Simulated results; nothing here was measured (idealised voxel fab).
voxel double patterning: a process module
285 nm wide, 5 nm square cells: that's cross-section cut.
How to read a cross-section here: the picture is a grid of square cells, written as bands going from the top down, and any band can span one or more rows of cells.
The band entry comprises the height of the band's top followed by the height of its bottom, expressed in nm, and subsequently the band's materials from left to right, each stated together with its width in nm. Where a single material is marked with the word "full width", that material fills the band from edge to edge. The word "blank" represents empty space.
Height 0 is the level under which the wafer as received is all one material. The lowest band goes on downwards, as in "0..down".
Note: "30 to 40" means the width goes from the first number (top row of the band) to the second number (bottom row) in equal steps per row of cells.
You'll sometimes find "no change" written for a step, and that's the way of saying that nowhere in the cross-section did a cell change during that step.
For the entry "Enclosed void list", the listed items are empty spaces with no open way to the top whose size is 8 cells or more; each item follows the pattern width x height at distance, where distance is from the left edge and all three are in nm.
What comes after the settings on a step's line is commentary from the simulator itself on that step.
For masked steps, "overlay nm" on the step line gives how far right of plan the mask actually lay; a minus sign means it lay to the left.

-- Intended process steps
1. RECEIVE | material Si
2. CONFORMAL_DEP | material SiO2 | thk nm 5
3. DIRECTIONAL_DEP | material polySi | thk nm 20
4. DIRECTIONAL_DEP | material SiCN | thk nm 5
5. MASKED_ETCH | tone open | mask id FIRST | width nm 15 | pitch nm 50 | etch materials SiCN | depth nm 5 | overlay nm 0
6. MASKED_ETCH | tone open | mask id SECOND | width nm 15 | etch materials SiCN | depth nm 5 | overlay nm 0
7. DIRECTIONAL_ETCH | etch materials polySi | depth nm 20
8. STRIP | etch materials SiCN
Where the wafers of this document differ is in the width nm of step 6; they start out the same, and the plan states the value that applied to the first wafer.

-- first wafer as received, after step 1
> 0..down | Si full width
> Enclosed void list: none

-- First of several wafers in cross-section at module end, following the final step, step 8
> 25..5 | polySi 110 nm / blank 15 nm / polySi 10 nm / blank 15 nm / polySi 10 nm / blank 15 nm / polySi 110 nm
> 5..0 | SiO2 full width
> 0..down | Si full width
> Enclosed void list: none

-- Module end, final wafer: cross-section
> 25..5 | polySi 110 nm / blank 15 nm / polySi 5 nm / blank 45 nm / polySi 110 nm
> 5..0 | SiO2 full width
> 0..down | Si full width
> Enclosed void list: none

-- Every row in this table is a wafer at the end of the module, and it gives, for each of the materials, the cells that wafer has gained (+) or lost (-) since it was received, then its closed voids
width nm 15, +57 SiO2, +192 polySi, Enclosed void list: none
width nm 20, +57 SiO2, +188 polySi, Enclosed void list: none
width nm 25, +57 SiO2, +184 polySi, Enclosed void list: none
width nm 30, +57 SiO2, +180 polySi, Enclosed void list: none
